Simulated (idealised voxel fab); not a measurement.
process module | voxel gate over fins
cross-section cut | 175 nm wide | cells 5 nm
A cross-section is a grid of square cells, given in bands from the top down. A band is one or more rows of cells.
Each band's line starts with the height of the band's top and of its bottom, in nm. Then come its materials from left to right, each with its width in nm. One material with "throughout" fills the band from edge to edge. "air" is empty space.
Height 0 is the level under which the wafer as received is all one material. The lowest band goes on downwards, as in "0 down".
A width such as "30 to 40" changes by the same amount from each row of cells to the next, from the band's top row to its bottom row.
"no change" after a step means that no cell of the cross-section changed.
closed voids: empty space of 8 cells or more with no open way to the top, each as width x height at its distance from the left edge, in nm
after a step's settings: what the simulator itself notes on the step
overlay nm, on a step with a mask: how far to the right of its planned place the mask lay; to the left if negative
plan
1 op RECEIVE | material Si
2 op CONFORMAL_DEP | material SiN | thk nm 10
3 op MASKED_ETCH | tone cover | mask id FINS | width nm 15 | pitch nm 45 | etch materials SiN | depth nm 10 | overlay nm 0
4 op MASKED_ETCH | tone cover | mask id FINS | width nm 15 | pitch nm 45 | etch materials Si | depth nm 30 | overlay nm 0
5 op OXIDIZE | depth nm 5
6 op FILL_DEP | material SiO2 | thk nm 5
7 op CMP | height nm 10
8 op SELECTIVE_ETCH | etch materials SiO2 | depth nm 20
9 op STRIP | etch materials SiN
10 op CONFORMAL_DEP | material HfO2 | thk nm 5
11 op CONFORMAL_DEP | material TiN | thk nm 5
12 op CONFORMAL_DEP | material TiAl | thk nm 5
13 op CONFORMAL_DEP | material TiN | thk nm 5
14 op FILL_DEP | material W | thk nm 10
15 op CMP | height nm 25
16 op CONFORMAL_DEP | material SiCN | thk nm 5
first wafer, as planned
as received, after step 1
  0 down: Si throughout
  closed voids: none
after step 2
  10 to 0: SiN throughout
  below 0: unchanged
after step 3
  10 to 0: air 35 | SiN 15 | air 30 | SiN 15 | air 30 | SiN 15 | air 35
  below 0: unchanged
after step 4
  10 to 0: air 35 | SiN 15 | air 30 | SiN 15 | air 30 | SiN 15 | air 35
  0 to -30: air 35 | Si 15 | air 30 | Si 15 | air 30 | Si 15 | air 35
  below -30: unchanged
after step 5
  10 to 0: air 35 | SiN 15 | air 30 | SiN 15 | air 30 | SiN 15 | air 35
  0 to -30: air 35 | SiO2 5 | Si 5 | SiO2 5 | air 30 | SiO2 5 | Si 5 | SiO2 5 | air 30 | SiO2 5 | Si 5 | SiO2 5 | air 35
  -30 to -35: SiO2 40 | Si 5 | SiO2 40 | Si 5 | SiO2 40 | Si 5 | SiO2 40
  below -35: unchanged
after step 6
  15 to 10: SiO2 throughout
  10 to 0: SiO2 35 | SiN 15 | SiO2 30 | SiN 15 | SiO2 30 | SiN 15 | SiO2 35
  0 to -35: SiO2 40 | Si 5 | SiO2 40 | Si 5 | SiO2 40 | Si 5 | SiO2 40
  below -35: unchanged
after step 7
  10 to 0: SiO2 35 | SiN 15 | SiO2 30 | SiN 15 | SiO2 30 | SiN 15 | SiO2 35
  below 0: unchanged
after step 8
  10 to 0: air 35 | SiN 15 | air 30 | SiN 15 | air 30 | SiN 15 | air 35
  0 to -10: air 40 | Si 5 | air 40 | Si 5 | air 40 | Si 5 | air 40
  below -10: unchanged
after step 9
  0 to -10: air 40 | Si 5 | air 40 | Si 5 | air 40 | Si 5 | air 40
  below -10: unchanged
after step 10
  5 to 0: air 35 | HfO2 15 | air 30 | HfO2 15 | air 30 | HfO2 15 | air 35
  0 to -5: air 35 | HfO2 5 | Si 5 | HfO2 5 | air 30 | HfO2 5 | Si 5 | HfO2 5 | air 30 | HfO2 5 | Si 5 | HfO2 5 | air 35
  -5 to -10: HfO2 40 | Si 5 | HfO2 40 | Si 5 | HfO2 40 | Si 5 | HfO2 40
  below -10: unchanged
after step 11
  10 to 5: air 30 | TiN 25 | air 20 | TiN 25 | air 20 | TiN 25 | air 30
  5 to 0: air 30 | TiN 5 | HfO2 15 | TiN 5 | air 20 | TiN 5 | HfO2 15 | TiN 5 | air 20 | TiN 5 | HfO2 15 | TiN 5 | air 30
  0 to -5: TiN 35 | HfO2 5 | Si 5 | HfO2 5 | TiN 30 | HfO2 5 | Si 5 | HfO2 5 | TiN 30 | HfO2 5 | Si 5 | HfO2 5 | TiN 35
  below -5: unchanged
after step 12
  15 to 10: air 25 | TiAl 35 | air 10 | TiAl 35 | air 10 | TiAl 35 | air 25
  10 to 5: air 25 | TiAl 5 | TiN 25 | TiAl 5 | air 10 | TiAl 5 | TiN 25 | TiAl 5 | air 10 | TiAl 5 | TiN 25 | TiAl 5 | air 25
  5 to 0: TiAl 30 | TiN 5 | HfO2 15 | TiN 5 | TiAl 20 | TiN 5 | HfO2 15 | TiN 5 | TiAl 20 | TiN 5 | HfO2 15 | TiN 5 | TiAl 30
  below 0: unchanged
after step 13
  20 to 15: air 20 | TiN 135 | air 20
  15 to 10: air 20 | TiN 5 | TiAl 35 | TiN 10 | TiAl 35 | TiN 10 | TiAl 35 | TiN 5 | air 20
  10 to 5: TiN 25 | TiAl 5 | TiN 25 | TiAl 5 | TiN 10 | TiAl 5 | TiN 25 | TiAl 5 | TiN 10 | TiAl 5 | TiN 25 | TiAl 5 | TiN 25
  below 5: unchanged
after step 14
  30 to 20: W throughout
  20 to 15: W 20 | TiN 135 | W 20
  15 to 10: W 20 | TiN 5 | TiAl 35 | TiN 10 | TiAl 35 | TiN 10 | TiAl 35 | TiN 5 | W 20
  below 10: unchanged
after step 15
  25 to 20: W throughout
  below 20: unchanged
after step 16
  30 to 25: SiCN throughout
  below 25: unchanged
second wafer: like start, like plan, one mistake. Through step 13 it matches the first wafer
when step 14 should have ended
  30 to 20: HfO2 throughout
  20 to 15: HfO2 20 | TiN 135 | HfO2 20
  15 to 10: HfO2 20 | TiN 5 | TiAl 35 | TiN 10 | TiAl 35 | TiN 10 | TiAl 35 | TiN 5 | HfO2 20
  below 10: unchanged
when step 15 should have ended
  25 to 20: HfO2 throughout
  below 20: unchanged
when step 16 should have ended
  30 to 25: SiCN throughout
  below 25: unchanged
what went wrong: step 14 ran as: op FILL_DEP | material HfO2 | thk nm 10
at the end the second wafer has, in cells: 51 more of HfO2 | 51 fewer of W
